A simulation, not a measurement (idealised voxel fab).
Process module heading - voxel capacitor over wiring
Xsec cut, 240 nm wide, square cell size 5 nm.
Heads up, the way a cross-section reads in here is a grid of square cells, handed over as bands from the top down, with every band being one or more rows of cells. Band entry format. Leading values: height of top, height of bottom, nm. Remainder: materials in left-to-right order, each with its width in nm. Special words: "full width" on a single material, which then fills the band edge to edge; "air", empty space. Counting heights begins at 0, where everything beneath is, in the wafer as received, one material. The lowest band has no bottom; it goes on downwards, as "0 nm and below" shows. With a width like "30->40", each row of cells in the band differs from the next by the same amount, the top row carrying the first number and the bottom row the second. You'll sometimes find "no change" written for a step, and that's the way of saying that nowhere in the cross-section did a cell change during that step. "Closed cavities" specifies each empty space that is not open to the top and that occupies no fewer than 8 cells, using the form width x height at distance, the distance measured from the left edge and all three quantities in nm. What comes after the settings on a step's line is commentary from the simulator itself on that step. Among the settings permitted on a step's line is "overlay nm"; applied to a step with a mask, it specifies the extent to which the mask lay to the right of its planned position, whereas a negative figure signifies a position to the left.

### The steps planned for the process are as follows
1) RECEIVE (material Si)
2) CONFORMAL_DEP (material SiO2; thk nm 10)
3) DIRECTIONAL_DEP (material TiN; thk nm 5)
4) DIRECTIONAL_DEP (material W; thk nm 15)
5) DIRECTIONAL_DEP (material aC; thk nm 15)
6) PATTERN (tone cover; mask id METAL_1; material resist; width nm 20; pitch nm 70; thk nm 35; overlay nm 0)
7) DIRECTIONAL_ETCH (etch materials aC; depth nm 15)
8) STRIP (etch materials resist)
9) DIRECTIONAL_ETCH (etch materials W; depth nm 15)
10) DIRECTIONAL_ETCH (etch materials TiN; depth nm 5)
11) STRIP (etch materials aC)
12) FILL_DEP (material lowk; thk nm 5)
13) CMP (height nm 30)
14) CONFORMAL_DEP (material SiCN; thk nm 5)
15) DIRECTIONAL_DEP (material lowk; thk nm 10)
16) DIRECTIONAL_DEP (material aC; thk nm 10)
17) PATTERN (tone open; mask id PLUG_1; material resist; width nm 15; thk nm 30; overlay nm 0)
18) DIRECTIONAL_ETCH (etch materials aC; depth nm 10)
19) STRIP (etch materials resist)
20) DIRECTIONAL_ETCH (etch materials lowk; depth nm 10)
21) DIRECTIONAL_ETCH (etch materials SiCN; depth nm 5)
22) STRIP (etch materials aC)
23) CONFORMAL_DEP (material TiN; thk nm 5)
24) FILL_DEP (material W; thk nm 10)
25) CMP (height nm 45)
26) DIRECTIONAL_DEP (material TiN; thk nm 5)
27) DIRECTIONAL_DEP (material SiN; thk nm 5)
28) DIRECTIONAL_DEP (material TiN; thk nm 10)
29) DIRECTIONAL_DEP (material aC; thk nm 15)
30) PATTERN (tone cover; mask id UPPER_PLATE; material resist; width nm 55; thk nm 35; overlay nm 0)
31) DIRECTIONAL_ETCH (etch materials aC; depth nm 15)
32) STRIP (etch materials resist)
33) DIRECTIONAL_ETCH (etch materials TiN; depth nm 10)
34) DIRECTIONAL_ETCH (etch materials SiN; depth nm 5)
35) STRIP (etch materials aC)
36) PATTERN (tone cover; mask id LOWER_PLATE; material resist; width nm 65; thk nm 15; overlay nm 0)
37) DIRECTIONAL_ETCH (etch materials TiN; depth nm 5)
38) STRIP (etch materials resist)
39) FILL_DEP (material SiO2; thk nm 15)
40) CMP (height nm 75)
41) PATTERN (tone open; mask id PLUG_2; material resist; width nm 15; thk nm 20; overlay nm 0)
42) DIRECTIONAL_ETCH (etch materials SiO2; depth nm 10)
43) STRIP (etch materials resist)
44) CONFORMAL_DEP (material TiN; thk nm 5)
45) FILL_DEP (material Ru; thk nm 5)
46) CMP (height nm 75)
47) CONFORMAL_DEP (material SiCN; thk nm 5)

### First wafer of two (run as planned)

### Here's what the wafer looked like in cross-section when it arrived - that's after step 1
* 0 nm and below  Si full width
* Closed cavities: none

### Sectional view: wafer, after step 2
* 10 nm to 0 nm  SiO2 full width
* All layers under 0 are left as they were.

### Sectional view: wafer, after step 3
* 15 nm to 10 nm  TiN full width
* All layers under 10 are left as they were.

### Sectional view: wafer, after step 4
* 30 nm to 15 nm  W full width
* All layers under 15 are left as they were.

### Sectional view: wafer, after step 5
* 45 nm to 30 nm  aC full width
* All layers under 30 are left as they were.

### Sectional view: wafer, after step 6
* 80 nm to 45 nm  air 75 nm, then resist 20 nm, then air 50 nm, then resist 20 nm, then air 75 nm
* All layers under 45 are left as they were.

### Sectional view: wafer, after step 7
* 65 nm to 45 nm  air 75 nm, then resist 20 nm, then air 50 nm, then resist 20 nm, then air 75 nm
* 45 nm to 30 nm  air 75 nm, then aC 20 nm, then air 50 nm, then aC 20 nm, then air 75 nm
* All layers under 30 are left as they were.

### Sectional view: wafer, after step 8
* 45 nm to 30 nm  air 75 nm, then aC 20 nm, then air 50 nm, then aC 20 nm, then air 75 nm
* All layers under 30 are left as they were.

### Sectional view: wafer, after step 9
* 45 nm to 30 nm  air 75 nm, then aC 20 nm, then air 50 nm, then aC 20 nm, then air 75 nm
* 30 nm to 15 nm  air 75 nm, then W 20 nm, then air 50 nm, then W 20 nm, then air 75 nm
* All layers under 15 are left as they were.

### Sectional view: wafer, after step 10
* 45 nm to 30 nm  air 75 nm, then aC 20 nm, then air 50 nm, then aC 20 nm, then air 75 nm
* 30 nm to 15 nm  air 75 nm, then W 20 nm, then air 50 nm, then W 20 nm, then air 75 nm
* 15 nm to 10 nm  air 75 nm, then TiN 20 nm, then air 50 nm, then TiN 20 nm, then air 75 nm
* All layers under 10 are left as they were.

### Sectional view: wafer, after step 11
* 30 nm to 15 nm  air 75 nm, then W 20 nm, then air 50 nm, then W 20 nm, then air 75 nm
* All layers under 15 are left as they were.

### Sectional view: wafer, after step 12
* 35 nm to 30 nm  lowk full width
* 30 nm to 15 nm  lowk 75 nm, then W 20 nm, then lowk 50 nm, then W 20 nm, then lowk 75 nm
* 15 nm to 10 nm  lowk 75 nm, then TiN 20 nm, then lowk 50 nm, then TiN 20 nm, then lowk 75 nm
* All layers under 10 are left as they were.

### Sectional view: wafer, after step 13
* 30 nm to 15 nm  lowk 75 nm, then W 20 nm, then lowk 50 nm, then W 20 nm, then lowk 75 nm
* All layers under 15 are left as they were.

### Sectional view: wafer, after step 14
* 35 nm to 30 nm  SiCN full width
* All layers under 30 are left as they were.

### Sectional view: wafer, after step 15
* 45 nm to 35 nm  lowk full width
* All layers under 35 are left as they were.

### Sectional view: wafer, after step 16
* 55 nm to 45 nm  aC full width
* All layers under 45 are left as they were.

### Sectional view: wafer, after step 17
* 85 nm to 55 nm  resist 80 nm, then air 15 nm, then resist 145 nm
* All layers under 55 are left as they were.

### Sectional view: wafer, after step 18
* 75 nm to 55 nm  resist 80 nm, then air 15 nm, then resist 145 nm
* 55 nm to 45 nm  aC 80 nm, then air 15 nm, then aC 145 nm
* All layers under 45 are left as they were.

### Sectional view: wafer, after step 19
* 55 nm to 45 nm  aC 80 nm, then air 15 nm, then aC 145 nm
* All layers under 45 are left as they were.

### Sectional view: wafer, after step 20
* 55 nm to 45 nm  aC 80 nm, then air 15 nm, then aC 145 nm
* 45 nm to 35 nm  lowk 80 nm, then air 15 nm, then lowk 145 nm
* All layers under 35 are left as they were.

### Sectional view: wafer, after step 21
* 55 nm to 45 nm  aC 80 nm, then air 15 nm, then aC 145 nm
* 45 nm to 35 nm  lowk 80 nm, then air 15 nm, then lowk 145 nm
* 35 nm to 30 nm  SiCN 80 nm, then air 15 nm, then SiCN 145 nm
* All layers under 30 are left as they were.

### Sectional view: wafer, after step 22
* 45 nm to 35 nm  lowk 80 nm, then air 15 nm, then lowk 145 nm
* All layers under 35 are left as they were.

### Sectional view: wafer, after step 23
* 50 nm to 45 nm  TiN 85 nm, then air 5 nm, then TiN 150 nm
* 45 nm to 35 nm  lowk 80 nm, then TiN 5 nm, then air 5 nm, then TiN 5 nm, then lowk 145 nm
* 35 nm to 30 nm  SiCN 80 nm, then TiN 15 nm, then SiCN 145 nm
* All layers under 30 are left as they were.

### Sectional view: wafer, after step 24
* 60 nm to 50 nm  W full width
* 50 nm to 45 nm  TiN 85 nm, then W 5 nm, then TiN 150 nm
* 45 nm to 35 nm  lowk 80 nm, then TiN 5 nm, then W 5 nm, then TiN 5 nm, then lowk 145 nm
* All layers under 35 are left as they were.

### Sectional view: wafer, after step 25
* 45 nm to 35 nm  lowk 80 nm, then TiN 5 nm, then W 5 nm, then TiN 5 nm, then lowk 145 nm
* All layers under 35 are left as they were.

### Sectional view: wafer, after step 26
* 50 nm to 45 nm  TiN full width
* All layers under 45 are left as they were.

### Sectional view: wafer, after step 27
* 55 nm to 50 nm  SiN full width
* All layers under 50 are left as they were.

### Sectional view: wafer, after step 28
* 65 nm to 55 nm  TiN full width
* All layers under 55 are left as they were.

### Sectional view: wafer, after step 29
* 80 nm to 65 nm  aC full width
* All layers under 65 are left as they were.

### Sectional view: wafer, after step 30
* 115 nm to 80 nm  air 80 nm, then resist 55 nm, then air 105 nm
* All layers under 80 are left as they were.

### Sectional view: wafer, after step 31
* 100 nm to 80 nm  air 80 nm, then resist 55 nm, then air 105 nm
* 80 nm to 65 nm  air 80 nm, then aC 55 nm, then air 105 nm
* All layers under 65 are left as they were.

### Sectional view: wafer, after step 32
* 80 nm to 65 nm  air 80 nm, then aC 55 nm, then air 105 nm
* All layers under 65 are left as they were.

### Sectional view: wafer, after step 33
* 80 nm to 65 nm  air 80 nm, then aC 55 nm, then air 105 nm
* 65 nm to 55 nm  air 80 nm, then TiN 55 nm, then air 105 nm
* All layers under 55 are left as they were.

### Sectional view: wafer, after step 34
* 80 nm to 65 nm  air 80 nm, then aC 55 nm, then air 105 nm
* 65 nm to 55 nm  air 80 nm, then TiN 55 nm, then air 105 nm
* 55 nm to 50 nm  air 80 nm, then SiN 55 nm, then air 105 nm
* All layers under 50 are left as they were.

### Sectional view: wafer, after step 35
* 65 nm to 55 nm  air 80 nm, then TiN 55 nm, then air 105 nm
* All layers under 55 are left as they were.

### Sectional view: wafer, after step 36
* 80 nm to 65 nm  air 75 nm, then resist 65 nm, then air 100 nm
* 65 nm to 55 nm  air 75 nm, then resist 5 nm, then TiN 55 nm, then resist 5 nm, then air 100 nm
* 55 nm to 50 nm  air 75 nm, then resist 5 nm, then SiN 55 nm, then resist 5 nm, then air 100 nm
* All layers under 50 are left as they were.

### Sectional view: wafer, after step 37
* 80 nm to 65 nm  air 75 nm, then resist 65 nm, then air 100 nm
* 65 nm to 55 nm  air 75 nm, then resist 5 nm, then TiN 55 nm, then resist 5 nm, then air 100 nm
* 55 nm to 50 nm  air 75 nm, then resist 5 nm, then SiN 55 nm, then resist 5 nm, then air 100 nm
* 50 nm to 45 nm  air 75 nm, then TiN 65 nm, then air 100 nm
* All layers under 45 are left as they were.

### Sectional view: wafer, after step 38
* 65 nm to 55 nm  air 80 nm, then TiN 55 nm, then air 105 nm
* 55 nm to 50 nm  air 80 nm, then SiN 55 nm, then air 105 nm
* All layers under 50 are left as they were.

### Sectional view: wafer, after step 39
* 80 nm to 65 nm  SiO2 full width
* 65 nm to 55 nm  SiO2 80 nm, then TiN 55 nm, then SiO2 105 nm
* 55 nm to 50 nm  SiO2 80 nm, then SiN 55 nm, then SiO2 105 nm
* 50 nm to 45 nm  SiO2 75 nm, then TiN 65 nm, then SiO2 100 nm
* All layers under 45 are left as they were.

### Sectional view: wafer, after step 40
* 75 nm to 65 nm  SiO2 full width
* All layers under 65 are left as they were.

### Sectional view: wafer, after step 41
* 95 nm to 75 nm  resist 90 nm, then air 15 nm, then resist 135 nm
* All layers under 75 are left as they were.

### Sectional view: wafer, after step 42
* 95 nm to 75 nm  resist 90 nm, then air 15 nm, then resist 135 nm
* 75 nm to 65 nm  SiO2 90 nm, then air 15 nm, then SiO2 135 nm
* All layers under 65 are left as they were.

### Sectional view: wafer, after step 43
* 75 nm to 65 nm  SiO2 90 nm, then air 15 nm, then SiO2 135 nm
* All layers under 65 are left as they were.

### Sectional view: wafer, after step 44
* 80 nm to 75 nm  TiN 95 nm, then air 5 nm, then TiN 140 nm
* 75 nm to 70 nm  SiO2 90 nm, then TiN 5 nm, then air 5 nm, then TiN 5 nm, then SiO2 135 nm
* 70 nm to 65 nm  SiO2 90 nm, then TiN 15 nm, then SiO2 135 nm
* All layers under 65 are left as they were.

### Sectional view: wafer, after step 45
* 85 nm to 80 nm  Ru full width
* 80 nm to 75 nm  TiN 95 nm, then Ru 5 nm, then TiN 140 nm
* 75 nm to 70 nm  SiO2 90 nm, then TiN 5 nm, then Ru 5 nm, then TiN 5 nm, then SiO2 135 nm
* All layers under 70 are left as they were.

### Sectional view: wafer, after step 46
* 75 nm to 70 nm  SiO2 90 nm, then TiN 5 nm, then Ru 5 nm, then TiN 5 nm, then SiO2 135 nm
* All layers under 70 are left as they were.

### Sectional view: wafer, after step 47
* 80 nm to 75 nm  SiCN full width
* All layers under 75 are left as they were.

### Wafer two. Same start, same plan, one slip in execution. Same as wafer one through step 40, inclusive

### The second wafer cut through, at the time step 41 was supposed to be finished
* 95 nm to 75 nm  resist 95 nm, then air 15 nm, then resist 130 nm
* All layers under 75 are left as they were.

### The second wafer cut through, at the time step 42 was supposed to be finished
* 95 nm to 75 nm  resist 95 nm, then air 15 nm, then resist 130 nm
* 75 nm to 65 nm  SiO2 95 nm, then air 15 nm, then SiO2 130 nm
* All layers under 65 are left as they were.

### The second wafer cut through, at the time step 43 was supposed to be finished
* 75 nm to 65 nm  SiO2 95 nm, then air 15 nm, then SiO2 130 nm
* All layers under 65 are left as they were.

### The second wafer cut through, at the time step 44 was supposed to be finished
* 80 nm to 75 nm  TiN 100 nm, then air 5 nm, then TiN 135 nm
* 75 nm to 70 nm  SiO2 95 nm, then TiN 5 nm, then air 5 nm, then TiN 5 nm, then SiO2 130 nm
* 70 nm to 65 nm  SiO2 95 nm, then TiN 15 nm, then SiO2 130 nm
* All layers under 65 are left as they were.

### The second wafer cut through, at the time step 45 was supposed to be finished
* 85 nm to 80 nm  Ru full width
* 80 nm to 75 nm  TiN 100 nm, then Ru 5 nm, then TiN 135 nm
* 75 nm to 70 nm  SiO2 95 nm, then TiN 5 nm, then Ru 5 nm, then TiN 5 nm, then SiO2 130 nm
* All layers under 70 are left as they were.

### The second wafer cut through, at the time step 46 was supposed to be finished
* 75 nm to 70 nm  SiO2 95 nm, then TiN 5 nm, then Ru 5 nm, then TiN 5 nm, then SiO2 130 nm
* All layers under 70 are left as they were.

### The second wafer cut through, at the time step 47 was supposed to be finished
* 80 nm to 75 nm  SiCN full width
* All layers under 75 are left as they were.
What was the processing mistake? for step 41, the planned setting was not used; the step was instead run as PATTERN (tone open; mask id PLUG_2; material resist; width nm 15; thk nm 20; overlay nm 5)
The concluding comparison shows that, measured in cells, each material is equally abundant on both wafers, albeit at different positions.
